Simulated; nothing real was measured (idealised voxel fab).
Proc. module: voxel lift off
190 nm wide, 5 nm square cells: that's cross-section cut.
Format of a cross-section: grid, square cells. Given as bands. Order: top down. Band: one or more rows of cells. First you get the band's top height and its bottom height, in nm, and then the materials it's made of, left to right, with each width in nm. If you see a single material with "all across", that one covers the band edge to edge. "blank" is empty space. Counting heights begins at 0, where everything beneath is, in the wafer as received, one material. The lowest band has no bottom; it goes on downwards, as "from 0 down" shows. The notation "30->40" denotes a width that varies across the rows of cells in the band, beginning at the first number in the top row, finishing at the second number in the bottom row, and changing by an identical amount from each row to the next. When a step is marked "no modifications", none of the cells in the cross-section changed during that step. Closed-off voids of 8+ cells (no open route to the top) go in "Completely enclosed voids", written width x height at distance from the left edge, in nm. Step line, after settings: the simulator's comment on this step. "overlay nm" answers the question of how far to the right of plan the mask lay on a step that has a mask, and when it is negative the answer is to the left.

-- So here's the lineup of process steps we planned
1: op RECEIVE | material Si
2: op CONFORMAL_DEP | material Al2O3 | thk nm 5
3: op PATTERN | tone open | mask id LINES | material resist | width nm 30 | pitch nm 60 | thk nm 20 | overlay nm 0
4: op DIRECTIONAL_DEP | material Ru | thk nm 5
5: op STRIP | etch materials resist
6: op CONFORMAL_DEP | material SiCN | thk nm 10

-- On the first of the two wafers: run conducted according to plan

-- Cross-section of the wafer at receipt, which is the condition after step 1
	from 0 down | Si all across
	Completely enclosed voids: none

-- after step 2
	from 5 to 0 | Al2O3 all across
	Unchanged below 0.

-- after step 3
	from 25 to 5 | resist 50  blank 30  resist 30  blank 30  resist 50
	Unchanged below 5.

-- after step 4
	from 30 to 25 | Ru 50  blank 30  Ru 30  blank 30  Ru 50
	from 25 to 10 | resist 50  blank 30  resist 30  blank 30  resist 50
	from 10 to 5 | resist 50  Ru 30  resist 30  Ru 30  resist 50
	Unchanged below 5.

-- after step 5
	from 10 to 5 | blank 50  Ru 30  blank 30  Ru 30  blank 50
	Unchanged below 5.

-- after step 6
	from 20 to 15 | blank 40  SiCN 50  blank 10  SiCN 50  blank 40
	from 15 to 10 | SiCN all across
	from 10 to 5 | SiCN 50  Ru 30  SiCN 30  Ru 30  SiCN 50
	Unchanged below 5.

-- Companion wafer, the second of two: same beginning, same intended sequence, one mistake in carrying it out; through step 2 inclusive it tracks the first exactly

-- Cross-section of the second wafer at the time by which step 3 should have been completed according to the plan
	from 25 to 5 | blank 50  resist 30  blank 30  resist 30  blank 50
	Unchanged below 5.

-- Cross-section of the second wafer at the time by which step 4 should have been completed according to the plan
	from 30 to 25 | blank 50  Ru 30  blank 30  Ru 30  blank 50
	from 25 to 10 | blank 50  resist 30  blank 30  resist 30  blank 50
	from 10 to 5 | Ru 50  resist 30  Ru 30  resist 30  Ru 50
	Unchanged below 5.

-- Cross-section of the second wafer at the time by which step 5 should have been completed according to the plan
	from 10 to 5 | Ru 50  blank 30  Ru 30  blank 30  Ru 50
	Unchanged below 5.

-- Cross-section of the second wafer at the time by which step 6 should have been completed according to the plan
	from 20 to 15 | SiCN 60  blank 10  SiCN 50  blank 10  SiCN 60
	from 15 to 10 | SiCN all across
	from 10 to 5 | Ru 50  SiCN 30  Ru 30  SiCN 30  Ru 50
	Unchanged below 5.
So what did we get wrong on this run? for step 3, the planned setting was not used; the step was instead run as op PATTERN | tone cover | mask id LINES | material resist | width nm 30 | pitch nm 60 | thk nm 20 | overlay nm 0
Materials where the second wafer ends with more or fewer cells than the first: Ru: 14 more
